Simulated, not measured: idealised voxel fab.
process module | voxel gate over fins
cross-section cut | 140 nm wide | cells 5 nm
A cross-section is a grid of square cells, given in bands from the top down. A band is one or more rows of cells.
Each band's line starts with the height of the band's top and of its bottom, in nm. Then come its materials from left to right, each with its width in nm. One material with "throughout" fills the band from edge to edge. "air" is empty space.
Height 0 is the level under which the wafer as received is all one material. The lowest band goes on downwards, as in "0 down".
A width such as "30 to 40" changes by the same amount from each row of cells to the next, from the band's top row to its bottom row.
"no change" after a step means that no cell of the cross-section changed.
closed voids: empty space of 8 cells or more with no open way to the top, each as width x height at its distance from the left edge, in nm
after a step's settings: what the simulator itself notes on the step
overlay nm, on a step with a mask: how far to the right of its planned place the mask lay; to the left if negative
plan
1 op RECEIVE | material Si
2 op CONFORMAL_DEP | material SiN | thk nm 10
3 op DIRECTIONAL_DEP | material aC | thk nm 10
4 op PATTERN | tone cover | mask id FINS | material resist | width nm 15 | pitch nm 55 | thk nm 25 | overlay nm 0
5 op DIRECTIONAL_ETCH | etch materials aC | depth nm 10
6 op STRIP | etch materials resist
7 op DIRECTIONAL_ETCH | etch materials SiN | depth nm 10
8 op DIRECTIONAL_ETCH | etch materials Si | depth nm 35
9 op STRIP | etch materials aC
10 op OXIDIZE | depth nm 5
11 op FILL_DEP | material SiO2 | thk nm 10
12 op CMP | height nm 10
13 op DIRECTIONAL_DEP | material aC | thk nm 15
14 op PATTERN | tone open | mask id RAIL | material resist | width nm 15 | thk nm 30 | overlay nm 0
15 op DIRECTIONAL_ETCH | etch materials aC | depth nm 15
16 op STRIP | etch materials resist
17 op DIRECTIONAL_ETCH | etch materials SiO2 | depth nm 40
18 op STRIP | etch materials aC
19 op CONFORMAL_DEP | material TiN | thk nm 5
20 op FILL_DEP | material Ru | thk nm 10
21 op CMP | height nm 10
22 op SELECTIVE_ETCH | etch materials W Ru TiN | depth nm 25
23 op FILL_DEP | material SiO2 | thk nm 5
24 op CMP | height nm 10
25 op SELECTIVE_ETCH | etch materials SiO2 | depth nm 20
26 op STRIP | etch materials SiN
27 op CONFORMAL_DEP | material HfO2 | thk nm 5
28 op CONFORMAL_DEP | material TiN | thk nm 5
29 op CONFORMAL_DEP | material TiAl | thk nm 5
30 op CONFORMAL_DEP | material TiN | thk nm 5
31 op FILL_DEP | material W | thk nm 15
32 op CMP | height nm 30
33 op CONFORMAL_DEP | material SiCN | thk nm 10
as received, after step 1
  0 down: Si throughout
  closed voids: none
first wafer at the end, as planned
  40 to 30: SiCN throughout
  30 to 20: W throughout
  20 to 15: W 20 | TiN 45 | W 10 | TiN 45 | W 20
  15 to 10: W 20 | TiN 5 | TiAl 35 | TiN 5 | W 10 | TiN 5 | TiAl 35 | TiN 5 | W 20
  10 to 5: TiN 25 | TiAl 5 | TiN 25 | TiAl 5 | TiN 20 | TiAl 5 | TiN 25 | TiAl 5 | TiN 25
  5 to 0: TiAl 30 | TiN 5 | HfO2 15 | TiN 5 | TiAl 30 | TiN 5 | HfO2 15 | TiN 5 | TiAl 30
  0 to -5: TiN 35 | HfO2 5 | Si 5 | HfO2 5 | TiN 40 | HfO2 5 | Si 5 | HfO2 5 | TiN 35
  -5 to -10: HfO2 40 | Si 5 | HfO2 50 | Si 5 | HfO2 40
  -10 to -15: SiO2 40 | Si 5 | SiO2 50 | Si 5 | SiO2 40
  -15 to -25: SiO2 40 | Si 5 | SiO2 15 | TiN 5 | Ru 5 | TiN 5 | SiO2 20 | Si 5 | SiO2 40
  -25 to -30: SiO2 40 | Si 5 | SiO2 15 | TiN 15 | SiO2 20 | Si 5 | SiO2 40
  -30 to -40: SiO2 40 | Si 5 | SiO2 50 | Si 5 | SiO2 40
  -40 down: Si throughout
  closed voids: none
second wafer at the end: like start, like plan, one mistake
  40 to 30: SiCN throughout
  30 to 20: W throughout
  20 to 15: W 15 | TiN 110 | W 15
  15 to 10: W 15 | TiN 5 | TiAl 45 | TiN 10 | TiAl 45 | TiN 5 | W 15
  10 to 5: TiN 20 | TiAl 5 | TiN 35 | TiAl 5 | TiN 10 | TiAl 5 | TiN 35 | TiAl 5 | TiN 20
  5 to 0: TiAl 25 | TiN 5 | HfO2 25 | TiN 5 | TiAl 20 | TiN 5 | HfO2 25 | TiN 5 | TiAl 25
  0 to -5: TiN 30 | HfO2 5 | Si 15 | HfO2 5 | TiN 30 | HfO2 5 | Si 15 | HfO2 5 | TiN 30
  -5 to -10: HfO2 35 | Si 15 | HfO2 40 | Si 15 | HfO2 35
  -10 to -15: SiO2 35 | Si 15 | SiO2 40 | Si 15 | SiO2 35
  -15 to -25: SiO2 35 | Si 15 | SiO2 10 | TiN 5 | Ru 5 | TiN 5 | SiO2 15 | Si 15 | SiO2 35
  -25 to -30: SiO2 35 | Si 15 | SiO2 10 | TiN 15 | SiO2 15 | Si 15 | SiO2 35
  -30 to -40: SiO2 35 | Si 15 | SiO2 40 | Si 15 | SiO2 35
  -40 down: Si throughout
  closed voids: none
what went wrong: step 4 ran as: op PATTERN | tone cover | mask id FINS | material resist | width nm 25 | pitch nm 55 | thk nm 25 | overlay nm 0
at the end the second wafer has, in cells: 32 more of Si | 24 fewer of SiO2 | 8 fewer of W
